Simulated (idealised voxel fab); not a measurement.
Presented below is a process module, voxel self aligned vias.
FYI the section here is cut, 240 nm wide, cells are 5 nm squares.
The cross-sections in this document take the form of a grid made of square cells. They are written out as bands, in order from top to bottom. Each band consists of one or more rows of cells. Band: top height; bottom height; in nm. Then, left to right: material with width in nm, for each material. "everywhere": a single material spanning edge to edge. "blank": empty space. Heights are expressed relative to 0, this being the level below which the as-received wafer comprises one material exclusively. The lowest band is unbounded in the downward direction and is denoted as in "top 0, no bottom". Quick explanation for "30->40": the width changes in equal steps down the rows of cells, from the first number in the band's top row to the second number in its bottom row. Where a step carries "remained unchanged", the cross-section came out of it unchanged, cell for cell. "Enclosed cavity list" enumerates empty spaces isolated from the top, with no open way to it, that contain at least 8 cells, giving each as width x height at distance from the left edge, all three in nm. Note: text after step settings on the step line = simulator remark on that step. On any step carrying a mask, the "overlay nm" setting, if present on the step's line, tells how far right of its planned place the mask lay; negative values point to the left.

THE PLANNED PROCESS STEPS ARE ENUMERATED HEREUNDER
1: RECEIVE | material Si
2: CONFORMAL_DEP | material SiO2 | thk nm 15
3: CONFORMAL_DEP | material SiCN | thk nm 5
4: DIRECTIONAL_DEP | material SiO2 | thk nm 25
5: MASKED_ETCH | tone open | mask id LINES | width nm 30 | pitch nm 55 | etch materials SiO2 | depth nm 25 | overlay nm 0
6: CONFORMAL_DEP | material TiN | thk nm 5
7: FILL_DEP | material W | thk nm 10
8: CMP | height nm 45
9: SELECTIVE_ETCH | etch materials W Ru TiN | depth nm 5
10: FILL_DEP | material SiN | thk nm 10
11: CMP | height nm 45
12: DIRECTIONAL_DEP | material SiO2 | thk nm 20
13: MASKED_ETCH | tone open | mask id VIAS | width nm 40 | pitch nm 55 | etch materials SiO2 | depth nm 20 | overlay nm 0
14: MASKED_ETCH | tone open | mask id VIAS | width nm 40 | pitch nm 55 | etch materials SiN | depth nm 5 | overlay nm 0
15: CONFORMAL_DEP | material TiN | thk nm 5
16: FILL_DEP | material W | thk nm 10
17: CMP | height nm 65
18: CONFORMAL_DEP | material SiCN | thk nm 5

STEP 1 COMPLETE: CROSS-SECTION OF THE WAFER AS RECEIVED
* top 0, no bottom: Si everywhere
* Enclosed cavity list: none

STARTING WAFER: ABOVE. PLAN: ABOVE. RUN: ONE MISTAKE. CROSS-SECTION AFTER THE MODULE: BELOW
* top 75, bottom 70: SiCN everywhere
* top 70, bottom 65: TiN=75, W=30, TiN=25, W=30, TiN=80
* top 65, bottom 50: SiO2=70, TiN=5, W=30, TiN=5, SiO2=15, TiN=5, W=30, TiN=5, SiO2=75
* top 50, bottom 45: SiO2=70, TiN=10, W=20, TiN=10, SiO2=15, TiN=10, W=20, TiN=10, SiO2=75
* top 45, bottom 40: SiO2=75, TiN=30, SiO2=25, TiN=30, SiO2=80
* top 40, bottom 25: SiO2=75, TiN=5, W=20, TiN=5, SiO2=25, TiN=5, W=20, TiN=5, SiO2=80
* top 25, bottom 20: SiO2=75, TiN=30, SiO2=25, TiN=30, SiO2=80
* top 20, bottom 15: SiCN everywhere
* top 15, bottom 0: SiO2 everywhere
* top 0, no bottom: Si everywhere
* Enclosed cavity list: none
What broke from the plan during processing? note that step 17 departed from the planned setting and was carried out as CMP | height nm 70
